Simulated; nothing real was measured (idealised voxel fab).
Process module, titled voxel gate over fins
Cross-sectional view cut (width: 205 nm; square cell size: 5 nm).
How to read a cross-section here: the picture is a grid of square cells, written as bands going from the top down, and any band can span one or more rows of cells. Band: top and bottom heights (nm) first, top before bottom; then materials from left to right, widths in nm. "edge to edge" marks a sole material filling the band edge to edge. "air" denotes empty space. Below 0: as-received wafer, all one material; heights counted from there. Lowest band: no bottom, goes on down, written "0 nm and below". You'd read "30 to 40" like this: the band's top row of cells is as wide as the first number, its bottom row is as wide as the second, and going down, every row changes width by the same amount as the row before did. Any step labelled "no modification" changed none of the cells in the cross-section. "Non-vented voids" means: voids of 8 cells or more that are shut off from the top with no open way through. Written width x height at distance, distance from the left edge, in nm. Heads up: the bit after the settings on a step's line is the simulator's remark on that step. Each step line may optionally specify "overlay nm", which for a step with a mask gives the rightward distance between the mask's planned place and where it lay, a negative value indicating the leftward direction.

[Process steps - plan]
- 1: RECEIVE with material Si
- 2: CONFORMAL_DEP with material SiN, thk nm 10
- 3: MASKED_ETCH with tone cover, mask id FINS, width nm 15, pitch nm 40, etch materials SiN, depth nm 10, overlay nm 0
- 4: MASKED_ETCH with tone cover, mask id FINS, width nm 15, pitch nm 40, etch materials Si, depth nm 40, overlay nm 0
- 5: FILL_DEP with material SiO2, thk nm 5
- 6: CMP with height nm 10
- 7: SELECTIVE_ETCH with etch materials SiO2, depth nm 20
- 8: STRIP with etch materials SiN
- 9: CONFORMAL_DEP with material HfO2, thk nm 5
- 10: CONFORMAL_DEP with material TiN, thk nm 5
- 11: CONFORMAL_DEP with material TiAl, thk nm 5
- 12: CONFORMAL_DEP with material TiN, thk nm 5
- 13: FILL_DEP with material W, thk nm 15
- 14: CMP with height nm 30
- 15: CONFORMAL_DEP with material SiN, thk nm 10
For this document, wafers share an identical start and vary in the step 10 thk nm; the plan quotes the first wafer's value.

[First of several wafers (as received, post step 1), cross-sectional view]
	0 nm and below: Si edge to edge
	Non-vented voids: none

[Row per wafer, end-of-module: cell gain (+)/loss (-) by material since the wafer came in, then closed voids]
thk nm 5; +49 HfO2; -280 Si; +82 SiN; +210 SiO2; +47 TiAl; +94 TiN; +126 W; Non-vented voids: none
thk nm 10; +49 HfO2; -280 Si; +82 SiN; +210 SiO2; +45 TiAl; +141 TiN; +81 W; Non-vented voids: none
thk nm 15; +49 HfO2; -280 Si; +82 SiN; +210 SiO2; +45 TiAl; +186 TiN; +36 W; Non-vented voids: none
thk nm 20; +49 HfO2; -280 Si; +82 SiN; +210 SiO2; +45 TiAl; +206 TiN; +16 W; Non-vented voids: none
